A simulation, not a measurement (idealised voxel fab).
This section sets out a process module, namely voxel gate over fins.
Cross-section cut: width 275 nm, square cells of 5 nm.
Cross-sections here: square-cell grids, written as top-down lists of bands, a band being one or more rows of cells. Band: top height; bottom height; in nm. Then, left to right: material with width in nm, for each material. "everywhere": a single material spanning edge to edge. "empty": empty space. Zero point of the height axis is 0; under it, received wafer = one material. Lowest band: continues down indefinitely, "0 and below". A two-number width, for instance "30->40", indicates that the width is equal to the first number in the top row of the band and to the second number in the bottom row, and that it changes by a constant amount per row of cells. What does "changes: none" mean for a step? It means no cell of the cross-section changed in that step. Closed-off voids of 8+ cells (no open route to the top) go in "Fully sealed cavities", written width x height at distance from the left edge, in nm. On a step's line, text after the settings is the simulator commenting on that step. You can add "overlay nm" to a step's line. For a step with a mask, it describes how far the mask lay to the right of its planned position, and a negative number describes a lay to the left.

The process steps that were planned are listed below:
1: RECEIVE, material Si
2: CONFORMAL_DEP, material SiN, thk nm 10
3: PATTERN, tone cover, mask id FINS, material resist, width nm 15, pitch nm 50, thk nm 15, overlay nm 0
4: DIRECTIONAL_ETCH, etch materials SiN, depth nm 10
5: DIRECTIONAL_ETCH, etch materials Si, depth nm 40
6: STRIP, etch materials resist
7: OXIDIZE, depth nm 5
8: FILL_DEP, material SiO2, thk nm 5
9: CMP, height nm 10
10: DIRECTIONAL_DEP, material aC, thk nm 10
11: PATTERN, tone open, mask id RAIL, material resist, width nm 15, thk nm 30, overlay nm 0
12: DIRECTIONAL_ETCH, etch materials aC, depth nm 10
13: STRIP, etch materials resist
14: DIRECTIONAL_ETCH, etch materials SiO2, depth nm 45
15: STRIP, etch materials aC
16: CONFORMAL_DEP, material TiN, thk nm 5
17: FILL_DEP, material Ru, thk nm 5
18: CMP, height nm 10
19: SELECTIVE_ETCH, etch materials W Ru TiN, depth nm 30
20: FILL_DEP, material SiO2, thk nm 5
21: CMP, height nm 10
22: SELECTIVE_ETCH, etch materials SiO2, depth nm 20
23: STRIP, etch materials SiN
24: CONFORMAL_DEP, material HfO2, thk nm 5
25: CONFORMAL_DEP, material TiN, thk nm 5
26: CONFORMAL_DEP, material TiAl, thk nm 5
27: CONFORMAL_DEP, material TiN, thk nm 5
28: FILL_DEP, material W, thk nm 15
29: CMP, height nm 30
30: CONFORMAL_DEP, material SiCN, thk nm 5

First wafer out of two, processed as planned:

Incoming wafer in cross-section (state: after step 1):
> 0 and below: Si everywhere
> Fully sealed cavities: none

Sectional view: wafer, after step 2:
> 10 down to 0: SiN everywhere
> At heights below 0, the structure remains unaltered.

Sectional view: wafer, after step 3:
> 25 down to 10: empty 55 / resist 15 / empty 35 / resist 15 / empty 35 / resist 15 / empty 35 / resist 15 / empty 55
> At heights below 10, the structure remains unaltered.

Sectional view: wafer, after step 4:
> 25 down to 10: empty 55 / resist 15 / empty 35 / resist 15 / empty 35 / resist 15 / empty 35 / resist 15 / empty 55
> 10 down to 0: empty 55 / SiN 15 / empty 35 / SiN 15 / empty 35 / SiN 15 / empty 35 / SiN 15 / empty 55
> At heights below 0, the structure remains unaltered.

Sectional view: wafer, after step 5:
> 25 down to 10: empty 55 / resist 15 / empty 35 / resist 15 / empty 35 / resist 15 / empty 35 / resist 15 / empty 55
> 10 down to 0: empty 55 / SiN 15 / empty 35 / SiN 15 / empty 35 / SiN 15 / empty 35 / SiN 15 / empty 55
> 0 down to -40: empty 55 / Si 15 / empty 35 / Si 15 / empty 35 / Si 15 / empty 35 / Si 15 / empty 55
> At heights below -40, the structure remains unaltered.

Sectional view: wafer, after step 6:
> 10 down to 0: empty 55 / SiN 15 / empty 35 / SiN 15 / empty 35 / SiN 15 / empty 35 / SiN 15 / empty 55
> At heights below 0, the structure remains unaltered.

Sectional view: wafer, after step 7:
> 10 down to 0: empty 55 / SiN 15 / empty 35 / SiN 15 / empty 35 / SiN 15 / empty 35 / SiN 15 / empty 55
> 0 down to -40: empty 55 / SiO2 5 / Si 5 / SiO2 5 / empty 35 / SiO2 5 / Si 5 / SiO2 5 / empty 35 / SiO2 5 / Si 5 / SiO2 5 / empty 35 / SiO2 5 / Si 5 / SiO2 5 / empty 55
> -40 down to -45: SiO2 60 / Si 5 / SiO2 45 / Si 5 / SiO2 45 / Si 5 / SiO2 45 / Si 5 / SiO2 60
> At heights below -45, the structure remains unaltered.

Sectional view: wafer, after step 8:
> 15 down to 10: SiO2 everywhere
> 10 down to 0: SiO2 55 / SiN 15 / SiO2 35 / SiN 15 / SiO2 35 / SiN 15 / SiO2 35 / SiN 15 / SiO2 55
> 0 down to -45: SiO2 60 / Si 5 / SiO2 45 / Si 5 / SiO2 45 / Si 5 / SiO2 45 / Si 5 / SiO2 60
> At heights below -45, the structure remains unaltered.

Sectional view: wafer, after step 9:
> 10 down to 0: SiO2 55 / SiN 15 / SiO2 35 / SiN 15 / SiO2 35 / SiN 15 / SiO2 35 / SiN 15 / SiO2 55
> At heights below 0, the structure remains unaltered.

Sectional view: wafer, after step 10:
> 20 down to 10: aC everywhere
> At heights below 10, the structure remains unaltered.

Sectional view: wafer, after step 11:
> 50 down to 20: resist 80 / empty 15 / resist 180
> At heights below 20, the structure remains unaltered.

Sectional view: wafer, after step 12:
> 40 down to 20: resist 80 / empty 15 / resist 180
> 20 down to 10: aC 80 / empty 15 / aC 180
> At heights below 10, the structure remains unaltered.

Sectional view: wafer, after step 13:
> 20 down to 10: aC 80 / empty 15 / aC 180
> At heights below 10, the structure remains unaltered.

Sectional view: wafer, after step 14:
> 20 down to 10: aC 80 / empty 15 / aC 180
> 10 down to 0: SiO2 55 / SiN 15 / SiO2 10 / empty 15 / SiO2 10 / SiN 15 / SiO2 35 / SiN 15 / SiO2 35 / SiN 15 / SiO2 55
> 0 down to -35: SiO2 60 / Si 5 / SiO2 15 / empty 15 / SiO2 15 / Si 5 / SiO2 45 / Si 5 / SiO2 45 / Si 5 / SiO2 60
> At heights below -35, the structure remains unaltered.

Sectional view: wafer, after step 15:
> 10 down to 0: SiO2 55 / SiN 15 / SiO2 10 / empty 15 / SiO2 10 / SiN 15 / SiO2 35 / SiN 15 / SiO2 35 / SiN 15 / SiO2 55
> At heights below 0, the structure remains unaltered.

Sectional view: wafer, after step 16:
> 15 down to 10: TiN 85 / empty 5 / TiN 185
> 10 down to 0: SiO2 55 / SiN 15 / SiO2 10 / TiN 5 / empty 5 / TiN 5 / SiO2 10 / SiN 15 / SiO2 35 / SiN 15 / SiO2 35 / SiN 15 / SiO2 55
> 0 down to -30: SiO2 60 / Si 5 / SiO2 15 / TiN 5 / empty 5 / TiN 5 / SiO2 15 / Si 5 / SiO2 45 / Si 5 / SiO2 45 / Si 5 / SiO2 60
> -30 down to -35: SiO2 60 / Si 5 / SiO2 15 / TiN 15 / SiO2 15 / Si 5 / SiO2 45 / Si 5 / SiO2 45 / Si 5 / SiO2 60
> At heights below -35, the structure remains unaltered.

Sectional view: wafer, after step 17:
> 20 down to 15: Ru everywhere
> 15 down to 10: TiN 85 / Ru 5 / TiN 185
> 10 down to 0: SiO2 55 / SiN 15 / SiO2 10 / TiN 5 / Ru 5 / TiN 5 / SiO2 10 / SiN 15 / SiO2 35 / SiN 15 / SiO2 35 / SiN 15 / SiO2 55
> 0 down to -30: SiO2 60 / Si 5 / SiO2 15 / TiN 5 / Ru 5 / TiN 5 / SiO2 15 / Si 5 / SiO2 45 / Si 5 / SiO2 45 / Si 5 / SiO2 60
> At heights below -30, the structure remains unaltered.

Sectional view: wafer, after step 18:
> 10 down to 0: SiO2 55 / SiN 15 / SiO2 10 / TiN 5 / Ru 5 / TiN 5 / SiO2 10 / SiN 15 / SiO2 35 / SiN 15 / SiO2 35 / SiN 15 / SiO2 55
> At heights below 0, the structure remains unaltered.

Sectional view: wafer, after step 19:
> 10 down to 0: SiO2 55 / SiN 15 / SiO2 10 / empty 15 / SiO2 10 / SiN 15 / SiO2 35 / SiN 15 / SiO2 35 / SiN 15 / SiO2 55
> 0 down to -20: SiO2 60 / Si 5 / SiO2 15 / empty 15 / SiO2 15 / Si 5 / SiO2 45 / Si 5 / SiO2 45 / Si 5 / SiO2 60
> At heights below -20, the structure remains unaltered.

Sectional view: wafer, after step 20:
> 15 down to 10: SiO2 everywhere
> 10 down to 0: SiO2 55 / SiN 15 / SiO2 35 / SiN 15 / SiO2 35 / SiN 15 / SiO2 35 / SiN 15 / SiO2 55
> 0 down to -20: SiO2 60 / Si 5 / SiO2 45 / Si 5 / SiO2 45 / Si 5 / SiO2 45 / Si 5 / SiO2 60
> At heights below -20, the structure remains unaltered.

Sectional view: wafer, after step 21:
> 10 down to 0: SiO2 55 / SiN 15 / SiO2 35 / SiN 15 / SiO2 35 / SiN 15 / SiO2 35 / SiN 15 / SiO2 55
> At heights below 0, the structure remains unaltered.

Sectional view: wafer, after step 22:
> 10 down to 0: empty 55 / SiN 15 / empty 35 / SiN 15 / empty 35 / SiN 15 / empty 35 / SiN 15 / empty 55
> 0 down to -10: empty 60 / Si 5 / empty 45 / Si 5 / empty 45 / Si 5 / empty 45 / Si 5 / empty 60
> At heights below -10, the structure remains unaltered.

Sectional view: wafer, after step 23:
> 0 down to -10: empty 60 / Si 5 / empty 45 / Si 5 / empty 45 / Si 5 / empty 45 / Si 5 / empty 60
> At heights below -10, the structure remains unaltered.

Sectional view: wafer, after step 24:
> 5 down to 0: empty 55 / HfO2 15 / empty 35 / HfO2 15 / empty 35 / HfO2 15 / empty 35 / HfO2 15 / empty 55
> 0 down to -5: empty 55 / HfO2 5 / Si 5 / HfO2 5 / empty 35 / HfO2 5 / Si 5 / HfO2 5 / empty 35 / HfO2 5 / Si 5 / HfO2 5 / empty 35 / HfO2 5 / Si 5 / HfO2 5 / empty 55
> -5 down to -10: HfO2 60 / Si 5 / HfO2 45 / Si 5 / HfO2 45 / Si 5 / HfO2 45 / Si 5 / HfO2 60
> At heights below -10, the structure remains unaltered.

Sectional view: wafer, after step 25:
> 10 down to 5: empty 50 / TiN 25 / empty 25 / TiN 25 / empty 25 / TiN 25 / empty 25 / TiN 25 / empty 50
> 5 down to 0: empty 50 / TiN 5 / HfO2 15 / TiN 5 / empty 25 / TiN 5 / HfO2 15 / TiN 5 / empty 25 / TiN 5 / HfO2 15 / TiN 5 / empty 25 / TiN 5 / HfO2 15 / TiN 5 / empty 50
> 0 down to -5: TiN 55 / HfO2 5 / Si 5 / HfO2 5 / TiN 35 / HfO2 5 / Si 5 / HfO2 5 / TiN 35 / HfO2 5 / Si 5 / HfO2 5 / TiN 35 / HfO2 5 / Si 5 / HfO2 5 / TiN 55
> At heights below -5, the structure remains unaltered.

Sectional view: wafer, after step 26:
> 15 down to 10: empty 45 / TiAl 35 / empty 15 / TiAl 35 / empty 15 / TiAl 35 / empty 15 / TiAl 35 / empty 45
> 10 down to 5: empty 45 / TiAl 5 / TiN 25 / TiAl 5 / empty 15 / TiAl 5 / TiN 25 / TiAl 5 / empty 15 / TiAl 5 / TiN 25 / TiAl 5 / empty 15 / TiAl 5 / TiN 25 / TiAl 5 / empty 45
> 5 down to 0: TiAl 50 / TiN 5 / HfO2 15 / TiN 5 / TiAl 25 / TiN 5 / HfO2 15 / TiN 5 / TiAl 25 / TiN 5 / HfO2 15 / TiN 5 / TiAl 25 / TiN 5 / HfO2 15 / TiN 5 / TiAl 50
> At heights below 0, the structure remains unaltered.

Sectional view: wafer, after step 27:
> 20 down to 15: empty 40 / TiN 45 / empty 5 / TiN 45 / empty 5 / TiN 45 / empty 5 / TiN 45 / empty 40
> 15 down to 10: empty 40 / TiN 5 / TiAl 35 / TiN 5 / empty 5 / TiN 5 / TiAl 35 / TiN 5 / empty 5 / TiN 5 / TiAl 35 / TiN 5 / empty 5 / TiN 5 / TiAl 35 / TiN 5 / empty 40
> 10 down to 5: TiN 45 / TiAl 5 / TiN 25 / TiAl 5 / TiN 15 / TiAl 5 / TiN 25 / TiAl 5 / TiN 15 / TiAl 5 / TiN 25 / TiAl 5 / TiN 15 / TiAl 5 / TiN 25 / TiAl 5 / TiN 45
> At heights below 5, the structure remains unaltered.

Sectional view: wafer, after step 28:
> 35 down to 20: W everywhere
> 20 down to 15: W 40 / TiN 45 / W 5 / TiN 45 / W 5 / TiN 45 / W 5 / TiN 45 / W 40
> 15 down to 10: W 40 / TiN 5 / TiAl 35 / TiN 5 / W 5 / TiN 5 / TiAl 35 / TiN 5 / W 5 / TiN 5 / TiAl 35 / TiN 5 / W 5 / TiN 5 / TiAl 35 / TiN 5 / W 40
> At heights below 10, the structure remains unaltered.

Sectional view: wafer, after step 29:
> 30 down to 20: W everywhere
> At heights below 20, the structure remains unaltered.

Sectional view: wafer, after step 30:
> 35 down to 30: SiCN everywhere
> At heights below 30, the structure remains unaltered.

Second wafer, same starting conditions and recipe as the first, one mistake in executing it, nothing differs from the first up to and including step 21:

Cross-sectional representation of the second wafer at the time designated in the plan for the completion of step 22:
> 10 down to 0: empty 55 / SiN 15 / empty 35 / SiN 15 / empty 35 / SiN 15 / empty 35 / SiN 15 / empty 55
> 0 down to -20: empty 60 / Si 5 / empty 45 / Si 5 / empty 45 / Si 5 / empty 45 / Si 5 / empty 60
> -20 down to -30: empty 60 / Si 5 / empty 15 / TiN 5 / Ru 5 / TiN 5 / empty 15 / Si 5 / empty 45 / Si 5 / empty 45 / Si 5 / empty 60
> At heights below -30, the structure remains unaltered.

Cross-sectional representation of the second wafer at the time designated in the plan for the completion of step 23:
> 0 down to -20: empty 60 / Si 5 / empty 45 / Si 5 / empty 45 / Si 5 / empty 45 / Si 5 / empty 60
> At heights below -20, the structure remains unaltered.

Cross-sectional representation of the second wafer at the time designated in the plan for the completion of step 24:
> 5 down to 0: empty 55 / HfO2 15 / empty 35 / HfO2 15 / empty 35 / HfO2 15 / empty 35 / HfO2 15 / empty 55
> 0 down to -15: empty 55 / HfO2 5 / Si 5 / HfO2 5 / empty 35 / HfO2 5 / Si 5 / HfO2 5 / empty 35 / HfO2 5 / Si 5 / HfO2 5 / empty 35 / HfO2 5 / Si 5 / HfO2 5 / empty 55
> -15 down to -20: empty 55 / HfO2 5 / Si 5 / HfO2 5 / empty 5 / HfO2 25 / empty 5 / HfO2 5 / Si 5 / HfO2 5 / empty 35 / HfO2 5 / Si 5 / HfO2 5 / empty 35 / HfO2 5 / Si 5 / HfO2 5 / empty 55
> -20 down to -25: empty 55 / HfO2 5 / Si 5 / HfO2 5 / empty 5 / HfO2 5 / TiN 5 / Ru 5 / TiN 5 / HfO2 5 / empty 5 / HfO2 5 / Si 5 / HfO2 5 / empty 35 / HfO2 5 / Si 5 / HfO2 5 / empty 35 / HfO2 5 / Si 5 / HfO2 5 / empty 55
> -25 down to -30: HfO2 60 / Si 5 / HfO2 15 / TiN 5 / Ru 5 / TiN 5 / HfO2 15 / Si 5 / HfO2 45 / Si 5 / HfO2 45 / Si 5 / HfO2 60
> At heights below -30, the structure remains unaltered.

Cross-sectional representation of the second wafer at the time designated in the plan for the completion of step 25:
> 10 down to 5: empty 50 / TiN 25 / empty 25 / TiN 25 / empty 25 / TiN 25 / empty 25 / TiN 25 / empty 50
> 5 down to 0: empty 50 / TiN 5 / HfO2 15 / TiN 5 / empty 25 / TiN 5 / HfO2 15 / TiN 5 / empty 25 / TiN 5 / HfO2 15 / TiN 5 / empty 25 / TiN 5 / HfO2 15 / TiN 5 / empty 50
> 0 down to -10: empty 50 / TiN 5 / HfO2 5 / Si 5 / HfO2 5 / TiN 5 / empty 25 / TiN 5 / HfO2 5 / Si 5 / HfO2 5 / TiN 5 / empty 25 / TiN 5 / HfO2 5 / Si 5 / HfO2 5 / TiN 5 / empty 25 / TiN 5 / HfO2 5 / Si 5 / HfO2 5 / TiN 5 / empty 50
> -10 down to -15: empty 50 / TiN 5 / HfO2 5 / Si 5 / HfO2 5 / TiN 35 / HfO2 5 / Si 5 / HfO2 5 / TiN 5 / empty 25 / TiN 5 / HfO2 5 / Si 5 / HfO2 5 / TiN 5 / empty 25 / TiN 5 / HfO2 5 / Si 5 / HfO2 5 / TiN 5 / empty 50
> -15 down to -20: empty 50 / TiN 5 / HfO2 5 / Si 5 / HfO2 5 / TiN 5 / HfO2 25 / TiN 5 / HfO2 5 / Si 5 / HfO2 5 / TiN 5 / empty 25 / TiN 5 / HfO2 5 / Si 5 / HfO2 5 / TiN 5 / empty 25 / TiN 5 / HfO2 5 / Si 5 / HfO2 5 / TiN 5 / empty 50
> -20 down to -25: TiN 55 / HfO2 5 / Si 5 / HfO2 5 / TiN 5 / HfO2 5 / TiN 5 / Ru 5 / TiN 5 / HfO2 5 / TiN 5 / HfO2 5 / Si 5 / HfO2 5 / TiN 35 / HfO2 5 / Si 5 / HfO2 5 / TiN 35 / HfO2 5 / Si 5 / HfO2 5 / TiN 55
> At heights below -25, the structure remains unaltered.

Cross-sectional representation of the second wafer at the time designated in the plan for the completion of step 26:
> 15 down to 10: empty 45 / TiAl 35 / empty 15 / TiAl 35 / empty 15 / TiAl 35 / empty 15 / TiAl 35 / empty 45
> 10 down to 5: empty 45 / TiAl 5 / TiN 25 / TiAl 5 / empty 15 / TiAl 5 / TiN 25 / TiAl 5 / empty 15 / TiAl 5 / TiN 25 / TiAl 5 / empty 15 / TiAl 5 / TiN 25 / TiAl 5 / empty 45
> 5 down to 0: empty 45 / TiAl 5 / TiN 5 / HfO2 15 / TiN 5 / TiAl 5 / empty 15 / TiAl 5 / TiN 5 / HfO2 15 / TiN 5 / TiAl 5 / empty 15 / TiAl 5 / TiN 5 / HfO2 15 / TiN 5 / TiAl 5 / empty 15 / TiAl 5 / TiN 5 / HfO2 15 / TiN 5 / TiAl 5 / empty 45
> 0 down to -5: empty 45 / TiAl 5 / TiN 5 / HfO2 5 / Si 5 / HfO2 5 / TiN 5 / TiAl 5 / empty 15 / TiAl 5 / TiN 5 / HfO2 5 / Si 5 / HfO2 5 / TiN 5 / TiAl 5 / empty 15 / TiAl 5 / TiN 5 / HfO2 5 / Si 5 / HfO2 5 / TiN 5 / TiAl 5 / empty 15 / TiAl 5 / TiN 5 / HfO2 5 / Si 5 / HfO2 5 / TiN 5 / TiAl 5 / empty 45
> -5 down to -10: empty 45 / TiAl 5 / TiN 5 / HfO2 5 / Si 5 / HfO2 5 / TiN 5 / TiAl 25 / TiN 5 / HfO2 5 / Si 5 / HfO2 5 / TiN 5 / TiAl 5 / empty 15 / TiAl 5 / TiN 5 / HfO2 5 / Si 5 / HfO2 5 / TiN 5 / TiAl 5 / empty 15 / TiAl 5 / TiN 5 / HfO2 5 / Si 5 / HfO2 5 / TiN 5 / TiAl 5 / empty 45
> -10 down to -15: empty 45 / TiAl 5 / TiN 5 / HfO2 5 / Si 5 / HfO2 5 / TiN 35 / HfO2 5 / Si 5 / HfO2 5 / TiN 5 / TiAl 5 / empty 15 / TiAl 5 / TiN 5 / HfO2 5 / Si 5 / HfO2 5 / TiN 5 / TiAl 5 / empty 15 / TiAl 5 / TiN 5 / HfO2 5 / Si 5 / HfO2 5 / TiN 5 / TiAl 5 / empty 45
> -15 down to -20: TiAl 50 / TiN 5 / HfO2 5 / Si 5 / HfO2 5 / TiN 5 / HfO2 25 / TiN 5 / HfO2 5 / Si 5 / HfO2 5 / TiN 5 / TiAl 25 / TiN 5 / HfO2 5 / Si 5 / HfO2 5 / TiN 5 / TiAl 25 / TiN 5 / HfO2 5 / Si 5 / HfO2 5 / TiN 5 / TiAl 50
> At heights below -20, the structure remains unaltered.

Cross-sectional representation of the second wafer at the time designated in the plan for the completion of step 27:
> 20 down to 15: empty 40 / TiN 45 / empty 5 / TiN 45 / empty 5 / TiN 45 / empty 5 / TiN 45 / empty 40
> 15 down to 10: empty 40 / TiN 5 / TiAl 35 / TiN 5 / empty 5 / TiN 5 / TiAl 35 / TiN 5 / empty 5 / TiN 5 / TiAl 35 / TiN 5 / empty 5 / TiN 5 / TiAl 35 / TiN 5 / empty 40
> 10 down to 5: empty 40 / TiN 5 / TiAl 5 / TiN 25 / TiAl 5 / TiN 5 / empty 5 / TiN 5 / TiAl 5 / TiN 25 / TiAl 5 / TiN 5 / empty 5 / TiN 5 / TiAl 5 / TiN 25 / TiAl 5 / TiN 5 / empty 5 / TiN 5 / TiAl 5 / TiN 25 / TiAl 5 / TiN 5 / empty 40
> 5 down to 0: empty 40 / TiN 5 / TiAl 5 / TiN 5 / HfO2 15 / TiN 5 / TiAl 5 / TiN 5 / empty 5 / TiN 5 / TiAl 5 / TiN 5 / HfO2 15 / TiN 5 / TiAl 5 / TiN 5 / empty 5 / TiN 5 / TiAl 5 / TiN 5 / HfO2 15 / TiN 5 / TiAl 5 / TiN 5 / empty 5 / TiN 5 / TiAl 5 / TiN 5 / HfO2 15 / TiN 5 / TiAl 5 / TiN 5 / empty 40
> 0 down to -5: empty 40 / TiN 5 / TiAl 5 / TiN 5 / HfO2 5 / Si 5 / HfO2 5 / TiN 5 / TiAl 5 / TiN 15 / TiAl 5 / TiN 5 / HfO2 5 / Si 5 / HfO2 5 / TiN 5 / TiAl 5 / TiN 5 / empty 5 / TiN 5 / TiAl 5 / TiN 5 / HfO2 5 / Si 5 / HfO2 5 / TiN 5 / TiAl 5 / TiN 5 / empty 5 / TiN 5 / TiAl 5 / TiN 5 / HfO2 5 / Si 5 / HfO2 5 / TiN 5 / TiAl 5 / TiN 5 / empty 40
> -5 down to -10: empty 40 / TiN 5 / TiAl 5 / TiN 5 / HfO2 5 / Si 5 / HfO2 5 / TiN 5 / TiAl 25 / TiN 5 / HfO2 5 / Si 5 / HfO2 5 / TiN 5 / TiAl 5 / TiN 5 / empty 5 / TiN 5 / TiAl 5 / TiN 5 / HfO2 5 / Si 5 / HfO2 5 / TiN 5 / TiAl 5 / TiN 5 / empty 5 / TiN 5 / TiAl 5 / TiN 5 / HfO2 5 / Si 5 / HfO2 5 / TiN 5 / TiAl 5 / TiN 5 / empty 40
> -10 down to -15: TiN 45 / TiAl 5 / TiN 5 / HfO2 5 / Si 5 / HfO2 5 / TiN 35 / HfO2 5 / Si 5 / HfO2 5 / TiN 5 / TiAl 5 / TiN 15 / TiAl 5 / TiN 5 / HfO2 5 / Si 5 / HfO2 5 / TiN 5 / TiAl 5 / TiN 15 / TiAl 5 / TiN 5 / HfO2 5 / Si 5 / HfO2 5 / TiN 5 / TiAl 5 / TiN 45
> At heights below -15, the structure remains unaltered.

Cross-sectional representation of the second wafer at the time designated in the plan for the completion of step 28:
> 35 down to 20: W everywhere
> 20 down to 15: W 40 / TiN 45 / W 5 / TiN 45 / W 5 / TiN 45 / W 5 / TiN 45 / W 40
> 15 down to 10: W 40 / TiN 5 / TiAl 35 / TiN 5 / W 5 / TiN 5 / TiAl 35 / TiN 5 / W 5 / TiN 5 / TiAl 35 / TiN 5 / W 5 / TiN 5 / TiAl 35 / TiN 5 / W 40
> 10 down to 5: W 40 / TiN 5 / TiAl 5 / TiN 25 / TiAl 5 / TiN 5 / W 5 / TiN 5 / TiAl 5 / TiN 25 / TiAl 5 / TiN 5 / W 5 / TiN 5 / TiAl 5 / TiN 25 / TiAl 5 / TiN 5 / W 5 / TiN 5 / TiAl 5 / TiN 25 / TiAl 5 / TiN 5 / W 40
> 5 down to 0: W 40 / TiN 5 / TiAl 5 / TiN 5 / HfO2 15 / TiN 5 / TiAl 5 / TiN 5 / W 5 / TiN 5 / TiAl 5 / TiN 5 / HfO2 15 / TiN 5 / TiAl 5 / TiN 5 / W 5 / TiN 5 / TiAl 5 / TiN 5 / HfO2 15 / TiN 5 / TiAl 5 / TiN 5 / W 5 / TiN 5 / TiAl 5 / TiN 5 / HfO2 15 / TiN 5 / TiAl 5 / TiN 5 / W 40
> 0 down to -5: W 40 / TiN 5 / TiAl 5 / TiN 5 / HfO2 5 / Si 5 / HfO2 5 / TiN 5 / TiAl 5 / TiN 15 / TiAl 5 / TiN 5 / HfO2 5 / Si 5 / HfO2 5 / TiN 5 / TiAl 5 / TiN 5 / W 5 / TiN 5 / TiAl 5 / TiN 5 / HfO2 5 / Si 5 / HfO2 5 / TiN 5 / TiAl 5 / TiN 5 / W 5 / TiN 5 / TiAl 5 / TiN 5 / HfO2 5 / Si 5 / HfO2 5 / TiN 5 / TiAl 5 / TiN 5 / W 40
> -5 down to -10: W 40 / TiN 5 / TiAl 5 / TiN 5 / HfO2 5 / Si 5 / HfO2 5 / TiN 5 / TiAl 25 / TiN 5 / HfO2 5 / Si 5 / HfO2 5 / TiN 5 / TiAl 5 / TiN 5 / W 5 / TiN 5 / TiAl 5 / TiN 5 / HfO2 5 / Si 5 / HfO2 5 / TiN 5 / TiAl 5 / TiN 5 / W 5 / TiN 5 / TiAl 5 / TiN 5 / HfO2 5 / Si 5 / HfO2 5 / TiN 5 / TiAl 5 / TiN 5 / W 40
> At heights below -10, the structure remains unaltered.

Cross-sectional representation of the second wafer at the time designated in the plan for the completion of step 29:
> 30 down to 20: W everywhere
> At heights below 20, the structure remains unaltered.

Cross-sectional representation of the second wafer at the time designated in the plan for the completion of step 30:
> 35 down to 30: SiCN everywhere
> At heights below 30, the structure remains unaltered.
The plan and the run diverged here: step 22 of the plan was twice carried out
Looking at both finished wafers in cells, the second ends up ahead of or behind the first on some materials: 36 more of HfO2, 198 fewer of SiO2, 28 more of TiAl, 60 more of TiN, 74 more of W
